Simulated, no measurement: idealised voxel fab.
The process module presented herein is designated voxel self aligned vias.
For reference, the cross-section in this document is cut, with width 280 nm and square cells of 5 nm.
Heads up, the way a cross-section reads in here is a grid of square cells, handed over as bands from the top down, with every band being one or more rows of cells. Each band's line starts with the height of the band's top and of its bottom, in nm. Then come its materials from left to right, each with its width in nm. One material with "throughout" fills the band from edge to edge. "empty" is empty space. Height reference: 0 = level under which incoming wafer is all one material. Lowest band: no bottom, runs on downward, e.g. "top 0, no bottom". Width: "30 to 40" (first number = top row, second number = bottom row, same change from row to row of cells). What does "no alterations made" mean for a step? It means no cell of the cross-section changed in that step. Listed in "Sealed cavities": every empty space of 8 or more cells without an open way to the top. Form: width x height at distance, the distance being from the left edge, all in nm. Anything after a step's settings on that line? It's the simulator's own note about the step. For masked steps, "overlay nm" on the step line gives how far right of plan the mask actually lay; a minus sign means it lay to the left.
PLAN
step 1: RECEIVE | material Si
step 2: CONFORMAL_DEP | material SiO2 | thk nm 15
step 3: CONFORMAL_DEP | material SiCN | thk nm 5
step 4: DIRECTIONAL_DEP | material lowk | thk nm 30
step 5: MASKED_ETCH | tone open | mask id LINES | width nm 25 | pitch nm 65 | etch materials lowk | depth nm 30 | overlay nm 0
step 6: CONFORMAL_DEP | material TiN | thk nm 5
step 7: FILL_DEP | material Ru | thk nm 5
step 8: CMP | height nm 50
step 9: SELECTIVE_ETCH | etch materials W Ru TiN | depth nm 10
step 10: FILL_DEP | material SiN | thk nm 5
step 11: CMP | height nm 50
step 12: DIRECTIONAL_DEP | material lowk | thk nm 20
step 13: PATTERN | tone open | mask id VIAS | material resist | width nm 45 | pitch nm 130 | thk nm 15 | overlay nm 0
step 14: DIRECTIONAL_ETCH | etch materials lowk | depth nm 20
step 15: DIRECTIONAL_ETCH | etch materials SiN | depth nm 10
step 16: STRIP | etch materials resist
step 17: CONFORMAL_DEP | material TiN | thk nm 5
step 18: FILL_DEP | material Ru | thk nm 5
step 19: CMP | height nm 70
step 20: CONFORMAL_DEP | material SiN | thk nm 5
WAFER AT RECEIPT (POST STEP 1), CROSS-SECTION
- top 0, no bottom | Si throughout
- Sealed cavities: none
WHAT THE WAFER LOOKS LIKE IN CROSS-SECTION AFTER THIS MODULE, WHEN IT STARTS AS SHOWN ABOVE AND FOLLOWS THE PLAN ABOVE BUT ONE MISTAKE IS MADE IN RUNNING IT
- top 75, bottom 70 | SiN throughout
- top 70, bottom 50 | TiN throughout
- top 50, bottom 40 | 60 nm lowk | 25 nm SiN | 40 nm lowk | 25 nm SiN | 40 nm lowk | 25 nm SiN | 65 nm lowk
- top 40, bottom 25 | 60 nm lowk | 5 nm TiN | 15 nm Ru | 5 nm TiN | 40 nm lowk | 5 nm TiN | 15 nm Ru | 5 nm TiN | 40 nm lowk | 5 nm TiN | 15 nm Ru | 5 nm TiN | 65 nm lowk
- top 25, bottom 20 | 60 nm lowk | 25 nm TiN | 40 nm lowk | 25 nm TiN | 40 nm lowk | 25 nm TiN | 65 nm lowk
- top 20, bottom 15 | SiCN throughout
- top 15, bottom 0 | SiO2 throughout
- top 0, no bottom | Si throughout
- Sealed cavities: none
Nonconformance to the process plan: rather than as planned, step 12 actually ran as DIRECTIONAL_DEP | material TiN | thk nm 20
